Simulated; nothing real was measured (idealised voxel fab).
The name of this process module is voxel tone inversion.
This is section cut - it's 275 nm across, gridded in 5 nm square cells.
A cross-section in this document is a grid of square cells, and it is written down as bands, the top band listed before the ones below it; a band is made up of one or more rows of cells. Top, bottom (nm), then materials left to right with widths (nm); lone material tagged "full width" fills the whole band edge to edge; "blank" = empty space. Beneath 0, the wafer as received is one material, and that level is where height counting begins. The lowest band goes on downward without a bottom; it is written like "top 0, no bottom". Graded width ("30 to 40"): value in top row of band = first number; value in bottom row = second number; row-to-row change constant. A step reported as "no alteration" is a step in which no cell of the cross-section changed. Empty spaces without an open route to the top, at least 8 cells in extent, make up the entry "Enclosed internal cavities"; each is given as width x height at distance, where the distance is measured from the left edge, and all are in nm. Step line, after settings: the simulator's comment on this step. overlay nm: mask right of planned place by this much (step with mask). Neg. = left.

So here's the lineup of process steps we planned
step 1: RECEIVE | material Si
step 2: CONFORMAL_DEP | material SiN | thk nm 10
step 3: DIRECTIONAL_DEP | material aC | thk nm 15
step 4: PATTERN | tone cover | mask id POSTS | material resist | width nm 15 | pitch nm 45 | thk nm 20 | overlay nm 0
step 5: DIRECTIONAL_ETCH | etch materials aC | depth nm 15
step 6: STRIP | etch materials resist
step 7: FILL_DEP | material SiO2 | thk nm 5
step 8: CMP | height nm 25
step 9: STRIP | etch materials aC
step 10: CONFORMAL_DEP | material TiN | thk nm 5
step 11: FILL_DEP | material Cu | thk nm 5
step 12: CMP | height nm 25
step 13: CONFORMAL_DEP | material SiN | thk nm 5
For this document, wafers share an identical start and vary in the step 4 width nm; the plan quotes the first wafer's value.

The as-received cross-section of the first of several wafers corresponds to the state after step 1
    top 0, no bottom: Si full width
    Enclosed internal cavities: none

Every row in this table is a wafer at the end of the module, and it gives, for each of the materials, the cells that wafer has gained (+) or lost (-) since it was received, then its closed voids
width nm 15; +8 Cu; +165 SiN; +129 SiO2; +28 TiN; Enclosed internal cavities: none
width nm 20; +16 Cu; +165 SiN; +117 SiO2; +32 TiN; Enclosed internal cavities: none
width nm 25; +24 Cu; +165 SiN; +105 SiO2; +36 TiN; Enclosed internal cavities: none
width nm 30; +32 Cu; +165 SiN; +93 SiO2; +40 TiN; Enclosed internal cavities: none
